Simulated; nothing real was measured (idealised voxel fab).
process module | voxel self aligned vias
cross-section cut | 270 nm wide | cells 5 nm
A cross-section is a grid of square cells, given in bands from the top down. A band is one or more rows of cells.
Each band's line starts with the height of the band's top and of its bottom, in nm. Then come its materials from left to right, each with its width in nm. One material with "throughout" fills the band from edge to edge. "air" is empty space.
Height 0 is the level under which the wafer as received is all one material. The lowest band goes on downwards, as in "0 down".
A width such as "30 to 40" changes by the same amount from each row of cells to the next, from the band's top row to its bottom row.
"no change" after a step means that no cell of the cross-section changed.
closed voids: empty space of 8 cells or more with no open way to the top, each as width x height at its distance from the left edge, in nm
after a step's settings: what the simulator itself notes on the step
overlay nm, on a step with a mask: how far to the right of its planned place the mask lay; to the left if negative
plan
1 op RECEIVE | material Si
2 op CONFORMAL_DEP | material SiO2 | thk nm 15
3 op CONFORMAL_DEP | material SiCN | thk nm 5
4 op DIRECTIONAL_DEP | material SiO2 | thk nm 30
5 op PATTERN | tone open | mask id LINES | material resist | width nm 25 | pitch nm 50 | thk nm 15 | overlay nm 0
6 op DIRECTIONAL_ETCH | etch materials SiO2 | depth nm 30
7 op STRIP | etch materials resist
8 op CONFORMAL_DEP | material TiN | thk nm 5
9 op FILL_DEP | material Ru | thk nm 10
10 op CMP | height nm 50
11 op SELECTIVE_ETCH | etch materials W Ru TiN | depth nm 5
12 op FILL_DEP | material SiN | thk nm 5
13 op CMP | height nm 50
14 op DIRECTIONAL_DEP | material SiO2 | thk nm 20
15 op MASKED_ETCH | tone open | mask id VIAS | width nm 35 | pitch nm 100 | etch materials SiO2 | depth nm 20 | overlay nm 0
16 op MASKED_ETCH | tone open | mask id VIAS | width nm 35 | pitch nm 100 | etch materials SiN | depth nm 5 | overlay nm 0
17 op CONFORMAL_DEP | material TiN | thk nm 5
18 op FILL_DEP | material Cu | thk nm 5
19 op CMP | height nm 70
20 op CONFORMAL_DEP | material SiN | thk nm 5
as received, after step 1
  0 down: Si throughout
  closed voids: none
a wafer at the end: this start, this plan, one mistake
  75 to 70: SiN throughout
  70 to 55: SiO2 65 | TiN 5 | Cu 25 | TiN 5 | SiO2 65 | TiN 5 | Cu 25 | TiN 5 | SiO2 70
  55 to 50: SiO2 65 | TiN 10 | Cu 15 | TiN 10 | SiO2 65 | TiN 10 | Cu 15 | TiN 10 | SiO2 70
  50 to 45: SiO2 70 | TiN 25 | SiO2 25 | SiN 25 | SiO2 25 | TiN 25 | SiO2 75
  45 to 25: SiO2 70 | TiN 5 | Ru 15 | TiN 5 | SiO2 25 | TiN 5 | Ru 15 | TiN 5 | SiO2 25 | TiN 5 | Ru 15 | TiN 5 | SiO2 75
  25 to 20: SiO2 70 | TiN 25 | SiO2 25 | TiN 25 | SiO2 25 | TiN 25 | SiO2 75
  20 to 5: SiO2 throughout
  5 to 0: SiCN throughout
  0 down: Si throughout
  closed voids: none
what went wrong: steps 2 and 3 were swapped
